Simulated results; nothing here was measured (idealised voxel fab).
Process module under the name voxel air gaps
The cross-section on display is named cut; it measures 245 nm wide, and its cells are 5 nm squares.
Cross-section, as written here: a square-cell grid given band by band from the top down, where a band holds one or more rows of cells. Top, bottom (nm), then materials left to right with widths (nm); lone material tagged "edge to edge" fills the whole band edge to edge; "empty" = empty space. Height datum 0, below which the as-received substrate wafer is one material. Lowest band open at the bottom, running downward: "z 0 and below". You'd read "30..40" like this: the band's top row of cells is as wide as the first number, its bottom row is as wide as the second, and going down, every row changes width by the same amount as the row before did. Reading "remained unchanged" for a step: not a cell of the cross-section changed in it. "Trapped void list": sealed empty spaces, 8 cells or more, no open way to top, listed width x height at distance, with distance from the left edge and width, height and distance in nm. The remark found on a step's line after its settings is issued by the simulator itself and pertains to that step. The "overlay nm" setting may appear on a step's line; for a step that uses a mask, it gives how far to the right of its planned position the mask lay, and a negative value indicates the left.
**This section lists the process steps that were planned**
1. RECEIVE | material Si
2. CONFORMAL_DEP | material SiO2 | thk nm 10
3. CONFORMAL_DEP | material SiN | thk nm 5
4. DIRECTIONAL_DEP | material lowk | thk nm 40
5. DIRECTIONAL_DEP | material aC | thk nm 10
6. PATTERN | tone open | mask id LINES | material resist | width nm 25 | pitch nm 50 | thk nm 30 | overlay nm 0
7. DIRECTIONAL_ETCH | etch materials aC | depth nm 10
8. STRIP | etch materials resist
9. DIRECTIONAL_ETCH | etch materials lowk | depth nm 40
10. STRIP | etch materials aC
11. CONFORMAL_DEP | material TiN | thk nm 5
12. FILL_DEP | material Ru | thk nm 5
13. CMP | height nm 55
14. EPI | material Ru | thk nm 10
15. SELECTIVE_ETCH | etch materials lowk | depth nm 50
16. CONFORMAL_DEP | material SiN | thk nm 5
**Cross-section of the wafer at receipt, which is the condition after step 1**
	z 0 and below = Si edge to edge
	Trapped void list: none
**Cross-section, first of two wafers, end of module, run as planned**
	z 70 to 65 = empty=45 | SiN=155 | empty=45
	z 65 to 55 = empty=45 | SiN=5 | Ru=45 | SiN=5 | Ru=45 | SiN=5 | Ru=45 | SiN=5 | empty=45
	z 55 to 50 = empty=45 | SiN=15 | TiN=5 | Ru=15 | TiN=5 | SiN=25 | TiN=5 | Ru=15 | TiN=5 | SiN=25 | TiN=5 | Ru=15 | TiN=5 | SiN=15 | empty=45
	z 50 to 20 = empty=55 | SiN=5 | TiN=5 | Ru=15 | TiN=5 | SiN=5 | empty=15 | SiN=5 | TiN=5 | Ru=15 | TiN=5 | SiN=5 | empty=15 | SiN=5 | TiN=5 | Ru=15 | TiN=5 | SiN=5 | empty=55
	z 20 to 15 = SiN=60 | TiN=25 | SiN=25 | TiN=25 | SiN=25 | TiN=25 | SiN=60
	z 15 to 10 = SiN edge to edge
	z 10 to 0 = SiO2 edge to edge
	z 0 and below = Si edge to edge
	Trapped void list: 15 x 30 at 90; 15 x 30 at 140
**Cross-section, wafer two of two, end of module: same start and plan as wafer one, one error in execution**
	z 65 to 55 = empty=50 | Ru=45 | empty=5 | Ru=45 | empty=5 | Ru=45 | empty=50
	z 55 to 20 = empty=60 | TiN=5 | Ru=15 | TiN=5 | empty=25 | TiN=5 | Ru=15 | TiN=5 | empty=25 | TiN=5 | Ru=15 | TiN=5 | empty=60
	z 20 to 15 = empty=60 | TiN=25 | empty=25 | TiN=25 | empty=25 | TiN=25 | empty=60
	z 15 to 10 = SiN edge to edge
	z 10 to 0 = SiO2 edge to edge
	z 0 and below = Si edge to edge
	Trapped void list: none
Where did the run depart from the plan? skipped: plan step 16 (never run)
It is noted that, at the conclusion of processing, the second wafer exhibits a higher or lower cell count for certain materials relative to the first: SiN -125
The second wafer ends with 0 closed voids, and the first wafer ends with 2.
